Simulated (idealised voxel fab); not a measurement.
process module | voxel self aligned vias
cross-section cut | 170 nm wide | cells 5 nm
A cross-section is a grid of square cells, given in bands from the top down. A band is one or more rows of cells.
Each band's line starts with the height of the band's top and of its bottom, in nm. Then come its materials from left to right, each with its width in nm. One material with "throughout" fills the band from edge to edge. "air" is empty space.
Height 0 is the level under which the wafer as received is all one material. The lowest band goes on downwards, as in "0 down".
A width such as "30 to 40" changes by the same amount from each row of cells to the next, from the band's top row to its bottom row.
"no change" after a step means that no cell of the cross-section changed.
closed voids: empty space of 8 cells or more with no open way to the top, each as width x height at its distance from the left edge, in nm
after a step's settings: what the simulator itself notes on the step
overlay nm, on a step with a mask: how far to the right of its planned place the mask lay; to the left if negative
plan
1 op RECEIVE | material Si
2 op CONFORMAL_DEP | material SiO2 | thk nm 10
3 op CONFORMAL_DEP | material SiCN | thk nm 5
4 op DIRECTIONAL_DEP | material lowk | thk nm 20
5 op MASKED_ETCH | tone open | mask id LINES | width nm 20 | pitch nm 70 | etch materials lowk | depth nm 20 | overlay nm 0
6 op CONFORMAL_DEP | material TiN | thk nm 5
7 op FILL_DEP | material Ru | thk nm 5
8 op CMP | height nm 35
9 op SELECTIVE_ETCH | etch materials W Ru TiN | depth nm 10
10 op FILL_DEP | material SiN | thk nm 10
11 op CMP | height nm 35
12 op DIRECTIONAL_DEP | material lowk | thk nm 15
13 op DIRECTIONAL_DEP | material aC | thk nm 10
14 op PATTERN | tone open | mask id VIAS | material resist | width nm 40 | pitch nm 70 | thk nm 25 | overlay nm 0
15 op DIRECTIONAL_ETCH | etch materials aC | depth nm 10
16 op STRIP | etch materials resist
17 op DIRECTIONAL_ETCH | etch materials lowk | depth nm 15
18 op DIRECTIONAL_ETCH | etch materials SiN | depth nm 10
19 op STRIP | etch materials aC
20 op CONFORMAL_DEP | material TiN | thk nm 5
21 op FILL_DEP | material W | thk nm 10
22 op CMP | height nm 50
23 op CONFORMAL_DEP | material SiCN | thk nm 5
as received, after step 1
  0 down: Si throughout
  closed voids: none
a wafer at the end: this start, this plan, one mistake
  55 to 50: SiCN throughout
  50 to 35: lowk 30 | TiN 5 | W 30 | TiN 5 | lowk 30 | TiN 5 | W 30 | TiN 5 | lowk 30
  35 to 30: SiN 30 | TiN 15 | W 10 | TiN 15 | SiN 30 | TiN 15 | W 10 | TiN 15 | SiN 30
  30 to 25: lowk 40 | TiN 20 | lowk 50 | TiN 20 | lowk 40
  25 to 15: lowk 40 | TiN 5 | Ru 10 | TiN 5 | lowk 50 | TiN 5 | Ru 10 | TiN 5 | lowk 40
  15 to 10: lowk 40 | TiN 20 | lowk 50 | TiN 20 | lowk 40
  10 to 0: SiO2 throughout
  0 down: Si throughout
  closed voids: none
what went wrong: step 3 was left out
